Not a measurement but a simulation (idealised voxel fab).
Process module heading - voxel transistor to metal
We display cut, a cross-section 205 nm in width whose square cells are each 5 nm.
Square cells in a grid make up a cross-section in this document, and the grid is given as bands, listed from the top down, each one or more rows of cells. Band: top and bottom heights (nm) first, top before bottom; then materials from left to right, widths in nm. "edge to edge" marks a sole material filling the band edge to edge. "air" denotes empty space. We count height from 0. Below that, the starting wafer is all one material. The lowest band never ends at the bottom but goes on down; see "top 0, no bottom" for how that is written. Width: "30 to 40" (first number = top row, second number = bottom row, same change from row to row of cells). The designation "identical to before", where it is given for a processing step, indicates that no cell of the cross-section was altered in the course of that step. What "Internal closed voids" gives you is every empty space of 8 cells or more that is cut off from the top. Each appears as width x height at distance, with the distance taken from the left edge and width, height and distance all in nm. On a step's line, text after the settings is the simulator commenting on that step. overlay nm, on a step with a mask: how far to the right of its planned place the mask lay; to the left if negative.
The following list gives the planned process steps
1 RECEIVE [material Si]
2 CONFORMAL_DEP [material SiO2] [thk nm 5]
3 CONFORMAL_DEP [material SiN] [thk nm 15]
4 MASKED_ETCH [tone cover] [mask id ACTIVE] [width nm 115] [etch materials SiN] [depth nm 15] [overlay nm 0]
5 MASKED_ETCH [tone cover] [mask id ACTIVE] [width nm 115] [etch materials SiO2] [depth nm 5] [overlay nm 0]
6 MASKED_ETCH [tone cover] [mask id ACTIVE] [width nm 115] [etch materials Si] [depth nm 30] [overlay nm 0]
7 OXIDIZE [depth nm 5]
8 FILL_DEP [material SiO2] [thk nm 15]
9 CMP [height nm 20]
10 SELECTIVE_ETCH [etch materials SiO2] [depth nm 5]
11 STRIP [etch materials SiN]
12 SELECTIVE_ETCH [etch materials SiO2] [depth nm 5]
13 OXIDIZE [depth nm 5]
14 DIRECTIONAL_DEP [material polySi] [thk nm 30]
15 DIRECTIONAL_DEP [material SiCN] [thk nm 10]
16 MASKED_ETCH [tone cover] [mask id GATE] [width nm 25] [etch materials SiCN] [depth nm 20] [overlay nm 0]
17 MASKED_ETCH [tone cover] [mask id GATE] [width nm 25] [etch materials polySi] [depth nm 40] [overlay nm 0]
18 CONFORMAL_DEP [material SiN] [thk nm 10]
19 DIRECTIONAL_ETCH [etch materials SiN] [depth nm 10]
20 DIRECTIONAL_ETCH [etch materials SiO2] [depth nm 5]
21 DIRECTIONAL_ETCH [etch materials Si] [depth nm 5]
22 EPI [material SiGe] [thk nm 5]
23 FILL_DEP [material SiO2] [thk nm 5]
24 CMP [height nm 40]
25 DIRECTIONAL_DEP [material SiO2] [thk nm 15]
26 DIRECTIONAL_DEP [material aC] [thk nm 10]
27 PATTERN [tone open] [mask id CONTACT] [material resist] [width nm 20] [pitch nm 85] [thk nm 30] [overlay nm 0]
28 DIRECTIONAL_ETCH [etch materials aC] [depth nm 10]
29 STRIP [etch materials resist]
30 DIRECTIONAL_ETCH [etch materials SiO2] [depth nm 60]
31 STRIP [etch materials aC]
32 CONFORMAL_DEP [material TiN] [thk nm 5]
33 FILL_DEP [material W] [thk nm 5]
34 CMP [height nm 55]
35 DIRECTIONAL_DEP [material TiN] [thk nm 5]
36 DIRECTIONAL_DEP [material W] [thk nm 25]
37 MASKED_ETCH [tone cover] [mask id METAL_1] [width nm 20] [pitch nm 85] [etch materials W] [depth nm 25] [overlay nm 0]
38 MASKED_ETCH [tone cover] [mask id METAL_1] [width nm 20] [pitch nm 85] [etch materials TiN] [depth nm 5] [overlay nm 0]
39 FILL_DEP [material lowk] [thk nm 10]
40 CMP [height nm 85]
41 CONFORMAL_DEP [material SiCN] [thk nm 5]
42 DIRECTIONAL_DEP [material SiO2] [thk nm 25]
43 DIRECTIONAL_DEP [material aC] [thk nm 15]
44 PATTERN [tone open] [mask id METAL_2] [material resist] [width nm 20] [pitch nm 85] [thk nm 30] [overlay nm 0]
45 DIRECTIONAL_ETCH [etch materials aC] [depth nm 15]
46 STRIP [etch materials resist]
47 DIRECTIONAL_ETCH [etch materials SiO2] [depth nm 15]
48 STRIP [etch materials aC]
49 DIRECTIONAL_DEP [material aC] [thk nm 15]
50 PATTERN [tone open] [mask id METAL_2_HOLES] [material resist] [width nm 15] [pitch nm 85] [thk nm 30] [overlay nm 0]
51 DIRECTIONAL_ETCH [etch materials aC] [depth nm 15]
52 STRIP [etch materials resist]
53 DIRECTIONAL_ETCH [etch materials SiO2] [depth nm 10]
54 DIRECTIONAL_ETCH [etch materials SiCN] [depth nm 5]
55 STRIP [etch materials aC]
56 CONFORMAL_DEP [material TiN] [thk nm 5]
57 FILL_DEP [material Ru] [thk nm 10]
58 CMP [height nm 115]
59 CONFORMAL_DEP [material SiCN] [thk nm 5]
Cross-section, incoming material, after step 1
* top 0, no bottom | Si edge to edge
* Internal closed voids: none
Cross-section, end of module. Start: as above. Plan: as above. Execution: one mistake
* top 120, bottom 115 | SiCN edge to edge
* top 115, bottom 105 | SiO2=50, then TiN=5, then Ru=10, then TiN=5, then SiO2=65, then TiN=5, then Ru=10, then TiN=5, then SiO2=50
* top 105, bottom 100 | SiO2=50, then TiN=5, then Ru=5, then TiN=10, then SiO2=65, then TiN=5, then Ru=5, then TiN=10, then SiO2=50
* top 100, bottom 90 | SiO2=50, then TiN=5, then Ru=5, then TiN=5, then SiO2=70, then TiN=5, then Ru=5, then TiN=5, then SiO2=55
* top 90, bottom 85 | SiCN=50, then TiN=15, then SiCN=70, then TiN=15, then SiCN=55
* top 85, bottom 60 | lowk=50, then W=20, then lowk=65, then W=20, then lowk=50
* top 60, bottom 55 | lowk=50, then TiN=20, then lowk=65, then TiN=20, then lowk=50
* top 55, bottom 40 | SiO2=50, then TiN=5, then W=10, then TiN=5, then SiO2=65, then TiN=5, then W=10, then TiN=5, then SiO2=50
* top 40, bottom 30 | SiO2=50, then TiN=5, then W=10, then TiN=5, then SiO2=10, then SiN=10, then SiCN=25, then SiN=10, then SiO2=10, then TiN=5, then W=10, then TiN=5, then SiO2=50
* top 30, bottom 15 | SiO2=50, then TiN=5, then W=10, then TiN=5, then SiO2=10, then SiN=10, then polySi=25, then SiN=10, then SiO2=10, then TiN=5, then W=10, then TiN=5, then SiO2=50
* top 15, bottom 10 | SiO2=50, then TiN=10, then W=5, then TiN=5, then SiO2=10, then SiN=10, then polySi=25, then SiN=10, then SiO2=10, then TiN=5, then W=10, then TiN=5, then SiO2=50
* top 10, bottom 5 | SiO2=45, then SiN=10, then TiN=5, then W=5, then TiN=5, then SiO2=10, then SiN=10, then polySi=25, then SiN=10, then SiO2=10, then TiN=5, then W=10, then TiN=5, then SiN=10, then SiO2=40
* top 5, bottom 0 | SiO2=45, then SiN=10, then TiN=15, then SiO2=10, then SiN=10, then polySi=25, then SiN=10, then SiO2=10, then TiN=5, then W=10, then TiN=5, then SiN=10, then SiO2=40
* top 0, bottom -5 | SiO2=55, then SiGe=5, then TiN=10, then SiO2=5, then SiGe=5, then SiO2=45, then SiGe=5, then SiO2=5, then TiN=20, then SiO2=50
* top -5, bottom -10 | SiO2=50, then Si=5, then SiGe=25, then Si=45, then SiGe=30, then SiO2=50
* top -10, bottom -35 | SiO2=50, then Si=105, then SiO2=50
* top -35, no bottom | Si edge to edge
* Internal closed voids: none
Where did the run depart from the plan? in deviation from the planned setting, step 4 was conducted as MASKED_ETCH [tone cover] [mask id ACTIVE] [width nm 110] [etch materials SiN] [depth nm 15] [overlay nm 0]
